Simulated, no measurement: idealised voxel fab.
process module | voxel gate over fins
cross-section cut | 230 nm wide | cells 5 nm
A cross-section is a grid of square cells, given in bands from the top down. A band is one or more rows of cells.
Each band's line starts with the height of the band's top and of its bottom, in nm. Then come its materials from left to right, each with its width in nm. One material with "throughout" fills the band from edge to edge. "air" is empty space.
Height 0 is the level under which the wafer as received is all one material. The lowest band goes on downwards, as in "0 down".
A width such as "30 to 40" changes by the same amount from each row of cells to the next, from the band's top row to its bottom row.
"no change" after a step means that no cell of the cross-section changed.
closed voids: empty space of 8 cells or more with no open way to the top, each as width x height at its distance from the left edge, in nm
after a step's settings: what the simulator itself notes on the step
overlay nm, on a step with a mask: how far to the right of its planned place the mask lay; to the left if negative
plan
1 op RECEIVE | material Si
2 op CONFORMAL_DEP | material SiN | thk nm 10
3 op PATTERN | tone cover | mask id FINS | material resist | width nm 15 | pitch nm 40 | thk nm 15 | overlay nm 0
4 op DIRECTIONAL_ETCH | etch materials SiN | depth nm 10
5 op DIRECTIONAL_ETCH | etch materials Si | depth nm 40
6 op STRIP | etch materials resist
7 op OXIDIZE | depth nm 5
8 op FILL_DEP | material SiO2 | thk nm 15
9 op CMP | height nm 10
10 op SELECTIVE_ETCH | etch materials SiO2 | depth nm 20
11 op STRIP | etch materials SiN
12 op CONFORMAL_DEP | material HfO2 | thk nm 5
13 op CONFORMAL_DEP | material TiN | thk nm 5
14 op CONFORMAL_DEP | material TiAl | thk nm 5
15 op CONFORMAL_DEP | material TiN | thk nm 5
16 op FILL_DEP | material W | thk nm 10
17 op CMP | height nm 25
18 op CONFORMAL_DEP | material SiCN | thk nm 5
as received, after step 1
  0 down: Si throughout
  closed voids: none
a wafer at the end: this start, this plan, one mistake
  30 to 25: SiCN throughout
  25 to 20: W throughout
  20 to 15: W 50 | TiN 125 | W 55
  15 to 10: W 50 | TiN 5 | TiAl 35 | TiN 5 | TiAl 35 | TiN 5 | TiAl 35 | TiN 5 | W 55
  10 to 5: W 50 | TiN 5 | TiAl 5 | TiN 25 | TiAl 5 | TiN 5 | TiAl 5 | TiN 25 | TiAl 5 | TiN 5 | TiAl 5 | TiN 25 | TiAl 5 | TiN 5 | W 55
  5 to 0: W 50 | TiN 5 | TiAl 5 | TiN 5 | HfO2 15 | TiN 5 | TiAl 5 | TiN 5 | TiAl 5 | TiN 5 | HfO2 15 | TiN 5 | TiAl 5 | TiN 5 | TiAl 5 | TiN 5 | HfO2 15 | TiN 5 | TiAl 5 | TiN 5 | W 55
  0 to -10: W 50 | TiN 5 | TiAl 5 | TiN 5 | HfO2 5 | Si 5 | HfO2 5 | TiN 5 | TiAl 5 | TiN 5 | TiAl 5 | TiN 5 | HfO2 5 | Si 5 | HfO2 5 | TiN 5 | TiAl 5 | TiN 5 | TiAl 5 | TiN 5 | HfO2 5 | Si 5 | HfO2 5 | TiN 5 | TiAl 5 | TiN 5 | W 55
  -10 to -15: TiN 55 | TiAl 5 | TiN 5 | HfO2 5 | Si 5 | HfO2 5 | TiN 5 | TiAl 5 | TiN 5 | TiAl 5 | TiN 5 | HfO2 5 | Si 5 | HfO2 5 | TiN 5 | TiAl 5 | TiN 5 | TiAl 5 | TiN 5 | HfO2 5 | Si 5 | HfO2 5 | TiN 5 | TiAl 5 | TiN 60
  -15 to -20: TiAl 60 | TiN 5 | HfO2 5 | Si 5 | HfO2 5 | TiN 5 | TiAl 15 | TiN 5 | HfO2 5 | Si 5 | HfO2 5 | TiN 5 | TiAl 15 | TiN 5 | HfO2 5 | Si 5 | HfO2 5 | TiN 5 | TiAl 65
  -20 to -25: TiN 65 | HfO2 5 | Si 5 | HfO2 5 | TiN 25 | HfO2 5 | Si 5 | HfO2 5 | TiN 25 | HfO2 5 | Si 5 | HfO2 5 | TiN 70
  -25 to -30: HfO2 70 | Si 5 | HfO2 35 | Si 5 | HfO2 35 | Si 5 | HfO2 75
  -30 to -45: SiO2 70 | Si 5 | SiO2 35 | Si 5 | SiO2 35 | Si 5 | SiO2 75
  -45 down: Si throughout
  closed voids: none
what went wrong: step 10 was run twice
